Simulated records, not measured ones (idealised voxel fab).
The following process module bears the name voxel double patterning.
For reference, the cross-section in this document is cut, with width 175 nm and square cells of 5 nm.
The cross-sections in this document take the form of a grid made of square cells. They are written out as bands, in order from top to bottom. Each band consists of one or more rows of cells.
For a band, the entry starts with two heights in nm, that of the top and then that of the bottom, and carries on with the band's materials in order from left to right, each alongside its width in nm; the word "all across" beside a single material means it fills the band edge to edge, and "air" means empty space.
Heads up on the height convention: 0 is the point under which the incoming wafer is all one material, and the lowest band has no bottom, it just keeps going down, like "0 nm and below".
A width such as "30->40" changes by the same amount from each row of cells to the next, from the band's top row to its bottom row.
You'll sometimes find "remained unchanged" written for a step, and that's the way of saying that nowhere in the cross-section did a cell change during that step.
The entry titled "Cavities, sealed" provides the empty spaces that have no open way to the top, restricted to those of 8 cells or more. Each is presented as width x height at distance, the distance being measured from the left edge, with all three in nm.
It should be noted that, on the line of a given step, the content following the step's settings is a remark produced by the simulator itself with respect to that step.
The optional step-line setting "overlay nm" applies to steps with a mask and quantifies how far to the right of its planned location the mask lay, a negative value indicating leftward placement.

-- Process steps (planned)
- 1: RECEIVE with material Si
- 2: CONFORMAL_DEP with material SiN, thk nm 5
- 3: DIRECTIONAL_DEP with material SiO2, thk nm 20
- 4: DIRECTIONAL_DEP with material SiCN, thk nm 5
- 5: DIRECTIONAL_DEP with material aC, thk nm 15
- 6: PATTERN with tone open, mask id FIRST, material resist, width nm 15, pitch nm 50, thk nm 30, overlay nm 0
- 7: DIRECTIONAL_ETCH with etch materials aC, depth nm 15
- 8: STRIP with etch materials resist
- 9: DIRECTIONAL_ETCH with etch materials SiCN, depth nm 5
- 10: STRIP with etch materials aC
- 11: DIRECTIONAL_DEP with material aC, thk nm 10
- 12: PATTERN with tone open, mask id SECOND, material resist, width nm 15, thk nm 30, overlay nm 0
- 13: DIRECTIONAL_ETCH with etch materials aC, depth nm 10
- 14: STRIP with etch materials resist
- 15: DIRECTIONAL_ETCH with etch materials SiCN, depth nm 5
- 16: STRIP with etch materials aC
- 17: DIRECTIONAL_ETCH with etch materials SiO2, depth nm 20
- 18: STRIP with etch materials SiCN

-- First of two wafers, with the run carried out as planned

-- Delivered wafer in cross-section: state after step 1
  0 nm and below | Si all across
  Cavities, sealed: none

-- Sectional view: wafer, after step 2
  5 nm to 0 nm | SiN all across
  Under 0: no change, same as before.

-- Sectional view: wafer, after step 3
  25 nm to 5 nm | SiO2 all across
  Under 5: no change, same as before.

-- Sectional view: wafer, after step 4
  30 nm to 25 nm | SiCN all across
  Under 25: no change, same as before.

-- Sectional view: wafer, after step 5
  45 nm to 30 nm | aC all across
  Under 30: no change, same as before.

-- Sectional view: wafer, after step 6
  75 nm to 45 nm | resist 55 nm, air 15 nm, resist 35 nm, air 15 nm, resist 55 nm
  Under 45: no change, same as before.

-- Sectional view: wafer, after step 7
  60 nm to 45 nm | resist 55 nm, air 15 nm, resist 35 nm, air 15 nm, resist 55 nm
  45 nm to 30 nm | aC 55 nm, air 15 nm, aC 35 nm, air 15 nm, aC 55 nm
  Under 30: no change, same as before.

-- Sectional view: wafer, after step 8
  45 nm to 30 nm | aC 55 nm, air 15 nm, aC 35 nm, air 15 nm, aC 55 nm
  Under 30: no change, same as before.

-- Sectional view: wafer, after step 9
  45 nm to 30 nm | aC 55 nm, air 15 nm, aC 35 nm, air 15 nm, aC 55 nm
  30 nm to 25 nm | SiCN 55 nm, air 15 nm, SiCN 35 nm, air 15 nm, SiCN 55 nm
  Under 25: no change, same as before.

-- Sectional view: wafer, after step 10
  30 nm to 25 nm | SiCN 55 nm, air 15 nm, SiCN 35 nm, air 15 nm, SiCN 55 nm
  Under 25: no change, same as before.

-- Sectional view: wafer, after step 11
  40 nm to 35 nm | aC 55 nm, air 15 nm, aC 35 nm, air 15 nm, aC 55 nm
  35 nm to 30 nm | aC all across
  30 nm to 25 nm | SiCN 55 nm, aC 15 nm, SiCN 35 nm, aC 15 nm, SiCN 55 nm
  Under 25: no change, same as before.

-- Sectional view: wafer, after step 12
  70 nm to 40 nm | resist 80 nm, air 15 nm, resist 80 nm
  40 nm to 35 nm | aC 55 nm, resist 15 nm, aC 35 nm, resist 15 nm, aC 55 nm
  Under 35: no change, same as before.

-- Sectional view: wafer, after step 13
  60 nm to 40 nm | resist 80 nm, air 15 nm, resist 80 nm
  40 nm to 35 nm | aC 55 nm, resist 15 nm, aC 10 nm, air 15 nm, aC 10 nm, resist 15 nm, aC 55 nm
  35 nm to 30 nm | aC 80 nm, air 15 nm, aC 80 nm
  Under 30: no change, same as before.

-- Sectional view: wafer, after step 14
  40 nm to 35 nm | aC 55 nm, air 15 nm, aC 10 nm, air 15 nm, aC 10 nm, air 15 nm, aC 55 nm
  Under 35: no change, same as before.

-- Sectional view: wafer, after step 15
  40 nm to 35 nm | aC 55 nm, air 15 nm, aC 10 nm, air 15 nm, aC 10 nm, air 15 nm, aC 55 nm
  35 nm to 30 nm | aC 80 nm, air 15 nm, aC 80 nm
  30 nm to 25 nm | SiCN 55 nm, aC 15 nm, SiCN 10 nm, air 15 nm, SiCN 10 nm, aC 15 nm, SiCN 55 nm
  Under 25: no change, same as before.

-- Sectional view: wafer, after step 16
  30 nm to 25 nm | SiCN 55 nm, air 15 nm, SiCN 10 nm, air 15 nm, SiCN 10 nm, air 15 nm, SiCN 55 nm
  Under 25: no change, same as before.

-- Sectional view: wafer, after step 17
  30 nm to 25 nm | SiCN 55 nm, air 15 nm, SiCN 10 nm, air 15 nm, SiCN 10 nm, air 15 nm, SiCN 55 nm
  25 nm to 5 nm | SiO2 55 nm, air 15 nm, SiO2 10 nm, air 15 nm, SiO2 10 nm, air 15 nm, SiO2 55 nm
  Under 5: no change, same as before.

-- Sectional view: wafer, after step 18
  25 nm to 5 nm | SiO2 55 nm, air 15 nm, SiO2 10 nm, air 15 nm, SiO2 10 nm, air 15 nm, SiO2 55 nm
  Under 5: no change, same as before.

-- Second wafer, same starting conditions and recipe as the first, one mistake in executing it, nothing differs from the first up to and including step 1

-- Second wafer cross-section, taken as of the time the plan sets for step 2 to be done
  15 nm to 0 nm | SiN all across
  Under 0: no change, same as before.

-- Second wafer cross-section, taken as of the time the plan sets for step 3 to be done
  35 nm to 15 nm | SiO2 all across
  Under 15: no change, same as before.

-- Second wafer cross-section, taken as of the time the plan sets for step 4 to be done
  40 nm to 35 nm | SiCN all across
  Under 35: no change, same as before.

-- Second wafer cross-section, taken as of the time the plan sets for step 5 to be done
  55 nm to 40 nm | aC all across
  Under 40: no change, same as before.

-- Second wafer cross-section, taken as of the time the plan sets for step 6 to be done
  85 nm to 55 nm | resist 55 nm, air 15 nm, resist 35 nm, air 15 nm, resist 55 nm
  Under 55: no change, same as before.

-- Second wafer cross-section, taken as of the time the plan sets for step 7 to be done
  70 nm to 55 nm | resist 55 nm, air 15 nm, resist 35 nm, air 15 nm, resist 55 nm
  55 nm to 40 nm | aC 55 nm, air 15 nm, aC 35 nm, air 15 nm, aC 55 nm
  Under 40: no change, same as before.

-- Second wafer cross-section, taken as of the time the plan sets for step 8 to be done
  55 nm to 40 nm | aC 55 nm, air 15 nm, aC 35 nm, air 15 nm, aC 55 nm
  Under 40: no change, same as before.

-- Second wafer cross-section, taken as of the time the plan sets for step 9 to be done
  55 nm to 40 nm | aC 55 nm, air 15 nm, aC 35 nm, air 15 nm, aC 55 nm
  40 nm to 35 nm | SiCN 55 nm, air 15 nm, SiCN 35 nm, air 15 nm, SiCN 55 nm
  Under 35: no change, same as before.

-- Second wafer cross-section, taken as of the time the plan sets for step 10 to be done
  40 nm to 35 nm | SiCN 55 nm, air 15 nm, SiCN 35 nm, air 15 nm, SiCN 55 nm
  Under 35: no change, same as before.

-- Second wafer cross-section, taken as of the time the plan sets for step 11 to be done
  50 nm to 45 nm | aC 55 nm, air 15 nm, aC 35 nm, air 15 nm, aC 55 nm
  45 nm to 40 nm | aC all across
  40 nm to 35 nm | SiCN 55 nm, aC 15 nm, SiCN 35 nm, aC 15 nm, SiCN 55 nm
  Under 35: no change, same as before.

-- Second wafer cross-section, taken as of the time the plan sets for step 12 to be done
  80 nm to 50 nm | resist 80 nm, air 15 nm, resist 80 nm
  50 nm to 45 nm | aC 55 nm, resist 15 nm, aC 35 nm, resist 15 nm, aC 55 nm
  Under 45: no change, same as before.

-- Second wafer cross-section, taken as of the time the plan sets for step 13 to be done
  70 nm to 50 nm | resist 80 nm, air 15 nm, resist 80 nm
  50 nm to 45 nm | aC 55 nm, resist 15 nm, aC 10 nm, air 15 nm, aC 10 nm, resist 15 nm, aC 55 nm
  45 nm to 40 nm | aC 80 nm, air 15 nm, aC 80 nm
  Under 40: no change, same as before.

-- Second wafer cross-section, taken as of the time the plan sets for step 14 to be done
  50 nm to 45 nm | aC 55 nm, air 15 nm, aC 10 nm, air 15 nm, aC 10 nm, air 15 nm, aC 55 nm
  Under 45: no change, same as before.

-- Second wafer cross-section, taken as of the time the plan sets for step 15 to be done
  50 nm to 45 nm | aC 55 nm, air 15 nm, aC 10 nm, air 15 nm, aC 10 nm, air 15 nm, aC 55 nm
  45 nm to 40 nm | aC 80 nm, air 15 nm, aC 80 nm
  40 nm to 35 nm | SiCN 55 nm, aC 15 nm, SiCN 10 nm, air 15 nm, SiCN 10 nm, aC 15 nm, SiCN 55 nm
  Under 35: no change, same as before.

-- Second wafer cross-section, taken as of the time the plan sets for step 16 to be done
  40 nm to 35 nm | SiCN 55 nm, air 15 nm, SiCN 10 nm, air 15 nm, SiCN 10 nm, air 15 nm, SiCN 55 nm
  Under 35: no change, same as before.

-- Second wafer cross-section, taken as of the time the plan sets for step 17 to be done
  40 nm to 35 nm | SiCN 55 nm, air 15 nm, SiCN 10 nm, air 15 nm, SiCN 10 nm, air 15 nm, SiCN 55 nm
  35 nm to 15 nm | SiO2 55 nm, air 15 nm, SiO2 10 nm, air 15 nm, SiO2 10 nm, air 15 nm, SiO2 55 nm
  Under 15: no change, same as before.

-- Second wafer cross-section, taken as of the time the plan sets for step 18 to be done
  35 nm to 15 nm | SiO2 55 nm, air 15 nm, SiO2 10 nm, air 15 nm, SiO2 10 nm, air 15 nm, SiO2 55 nm
  Under 15: no change, same as before.
Short version of what went wrong: step 2 was processed under conditions differing from the plan, specifically as CONFORMAL_DEP with material SiN, thk nm 15
Wafer comparison, final, in cells, second relative to first, materials more or fewer: +70 SiN
